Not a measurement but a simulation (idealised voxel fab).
process module | voxel ribs on slabs
cross-section cut | 205 nm wide | cells 5 nm
A cross-section is a grid of square cells, given in bands from the top down. A band is one or more rows of cells.
Each band's line starts with the height of the band's top and of its bottom, in nm. Then come its materials from left to right, each with its width in nm. One material with "throughout" fills the band from edge to edge. "air" is empty space.
Height 0 is the level under which the wafer as received is all one material. The lowest band goes on downwards, as in "0 down".
A width such as "30 to 40" changes by the same amount from each row of cells to the next, from the band's top row to its bottom row.
"no change" after a step means that no cell of the cross-section changed.
closed voids: empty space of 8 cells or more with no open way to the top, each as width x height at its distance from the left edge, in nm
after a step's settings: what the simulator itself notes on the step
overlay nm, on a step with a mask: how far to the right of its planned place the mask lay; to the left if negative
plan
1 op RECEIVE | material Si
2 op DIRECTIONAL_DEP | material SiO2 | thk nm 30
3 op DIRECTIONAL_DEP | material polySi | thk nm 25
4 op MASKED_ETCH | tone cover | mask id RIB | width nm 30 | etch materials polySi | depth nm 5 | overlay nm 0
5 op DIRECTIONAL_DEP | material aC | thk nm 15
6 op PATTERN | tone cover | mask id SLAB | material resist | width nm 70 | thk nm 35 | overlay nm 0
7 op DIRECTIONAL_ETCH | etch materials aC | depth nm 15
8 op STRIP | etch materials resist
9 op DIRECTIONAL_ETCH | etch materials polySi | depth nm 20
10 op STRIP | etch materials aC
11 op FILL_DEP | material SiO2 | thk nm 25
12 op CMP | height nm 70
13 op DIRECTIONAL_DEP | material W | thk nm 10
14 op MASKED_ETCH | tone cover | mask id HEATER | width nm 30 | etch materials W | depth nm 10 | overlay nm 0
15 op CONFORMAL_DEP | material SiN | thk nm 5
varied across the wafers: width nm of step 14. The plan shows the first wafer's value. All wafers start alike
first wafer as received, after step 1
  0 down: Si throughout
  closed voids: none
each wafer at the end: cells of each material gained (+) or lost (-) since it was received, then its closed voids
width nm 30 | +45 SiN | +512 SiO2 | +12 W | +62 polySi | closed voids: none
width nm 35 | +45 SiN | +512 SiO2 | +14 W | +62 polySi | closed voids: none
width nm 40 | +45 SiN | +512 SiO2 | +16 W | +62 polySi | closed voids: none
width nm 45 | +45 SiN | +512 SiO2 | +18 W | +62 polySi | closed voids: none
width nm 50 | +45 SiN | +512 SiO2 | +20 W | +62 polySi | closed voids: none
width nm 55 | +45 SiN | +512 SiO2 | +22 W | +62 polySi | closed voids: none
